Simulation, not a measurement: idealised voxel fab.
The process module that follows is named voxel self aligned vias.
It is cross-section cut that appears here, measuring 295 nm in width, its square cells being 5 nm in size.
A cross-section is written here as square cells arranged in a grid, and it is given in bands from the top down, each band taking up one or more rows of cells. The band entry comprises the height of the band's top followed by the height of its bottom, expressed in nm, and subsequently the band's materials from left to right, each stated together with its width in nm. Where a single material is marked with the word "all across", that material fills the band from edge to edge. The word "empty" represents empty space. Note: height 0 marks the level under which the wafer is uniformly one material as received. Lowest band unbounded below, written "0 and below". When a width is written as two numbers, as in "30..40", the first number is the width in the top row of cells of the band and the second is the width in its bottom row, and the width changes by the same amount from each row to the next. You'll sometimes find "stayed the same" written for a step, and that's the way of saying that nowhere in the cross-section did a cell change during that step. Reported under the label "Sealed void list" are the empty spaces having no open way to the top and comprising 8 cells or more; the notation for each is width x height at distance, in which the distance is measured from the left edge and all three values are in nm. The remark found on a step's line after its settings is issued by the simulator itself and pertains to that step. Regarding "overlay nm": on a step with a mask, it is the distance the mask lay to the right of its planned place; a negative value places it to the left.
The following list gives the planned process steps:
- 1: RECEIVE,material Si
- 2: CONFORMAL_DEP,material SiO2,thk nm 15
- 3: CONFORMAL_DEP,material SiCN,thk nm 5
- 4: DIRECTIONAL_DEP,material lowk,thk nm 20
- 5: PATTERN,tone open,mask id LINES,material resist,width nm 30,pitch nm 55,thk nm 15,overlay nm 0
- 6: DIRECTIONAL_ETCH,etch materials lowk,depth nm 20
- 7: STRIP,etch materials resist
- 8: CONFORMAL_DEP,material TiN,thk nm 5
- 9: FILL_DEP,material W,thk nm 10
- 10: CMP,height nm 40
- 11: SELECTIVE_ETCH,etch materials W Ru TiN,depth nm 5
- 12: FILL_DEP,material SiN,thk nm 5
- 13: CMP,height nm 40
- 14: DIRECTIONAL_DEP,material lowk,thk nm 15
- 15: MASKED_ETCH,tone open,mask id VIAS,width nm 40,pitch nm 110,etch materials lowk,depth nm 15,overlay nm 0
- 16: MASKED_ETCH,tone open,mask id VIAS,width nm 40,pitch nm 110,etch materials SiN,depth nm 5,overlay nm 0
- 17: CONFORMAL_DEP,material TiN,thk nm 5
- 18: FILL_DEP,material W,thk nm 5
- 19: CMP,height nm 55
- 20: CONFORMAL_DEP,material SiCN,thk nm 5
Don't read the plan's depth nm for step 11 as applying to every wafer: that's the first wafer's value, and the wafers differ in it, though they all start identical.
First wafer as received, after step 1:
* 0 and below  Si all across
* Sealed void list: none
The first of several wafers, seen in cross-section after the module's last step, step 20:
* 60 down to 55  SiCN all across
* 55 down to 45  lowk 70 nm, then TiN 5 nm, then W 30 nm, then TiN 5 nm, then lowk 70 nm, then TiN 5 nm, then W 30 nm, then TiN 5 nm, then lowk 75 nm
* 45 down to 40  lowk 70 nm, then TiN 10 nm, then W 20 nm, then TiN 10 nm, then lowk 70 nm, then TiN 10 nm, then W 20 nm, then TiN 10 nm, then lowk 75 nm
* 40 down to 35  lowk 75 nm, then TiN 30 nm, then lowk 25 nm, then SiN 30 nm, then lowk 25 nm, then TiN 30 nm, then lowk 80 nm
* 35 down to 25  lowk 75 nm, then TiN 5 nm, then W 20 nm, then TiN 5 nm, then lowk 25 nm, then TiN 5 nm, then W 20 nm, then TiN 5 nm, then lowk 25 nm, then TiN 5 nm, then W 20 nm, then TiN 5 nm, then lowk 80 nm
* 25 down to 20  lowk 75 nm, then TiN 30 nm, then lowk 25 nm, then TiN 30 nm, then lowk 25 nm, then TiN 30 nm, then lowk 80 nm
* 20 down to 15  SiCN all across
* 15 down to 0  SiO2 all across
* 0 and below  Si all across
* Sealed void list: none
Last wafer at the end:
* 60 down to 55  SiCN all across
* 55 down to 45  lowk 70 nm, then TiN 5 nm, then W 30 nm, then TiN 5 nm, then lowk 70 nm, then TiN 5 nm, then W 30 nm, then TiN 5 nm, then lowk 75 nm
* 45 down to 40  lowk 70 nm, then TiN 10 nm, then W 20 nm, then TiN 10 nm, then lowk 70 nm, then TiN 10 nm, then W 20 nm, then TiN 10 nm, then lowk 75 nm
* 40 down to 35  lowk 75 nm, then TiN 30 nm, then lowk 25 nm, then SiN 30 nm, then lowk 25 nm, then TiN 30 nm, then lowk 80 nm
* 35 down to 20  lowk 75 nm, then SiN 30 nm, then lowk 25 nm, then SiN 30 nm, then lowk 25 nm, then SiN 30 nm, then lowk 80 nm
* 20 down to 15  SiCN all across
* 15 down to 0  SiO2 all across
* 0 and below  Si all across
* Sealed void list: none
Rows = wafers. At module end, each row lists per material the cells gained (+) or lost (-) since the wafer was received, then the closed voids:
depth nm 5 | +118 SiCN | +6 SiN | +177 SiO2 | +58 TiN | +56 W | +293 lowk | Sealed void list: none
depth nm 10 | +118 SiCN | +24 SiN | +177 SiO2 | +52 TiN | +44 W | +293 lowk | Sealed void list: none
depth nm 15 | +118 SiCN | +42 SiN | +177 SiO2 | +46 TiN | +32 W | +293 lowk | Sealed void list: none
depth nm 20 | +118 SiCN | +60 SiN | +177 SiO2 | +28 TiN | +32 W | +293 lowk | Sealed void list: none
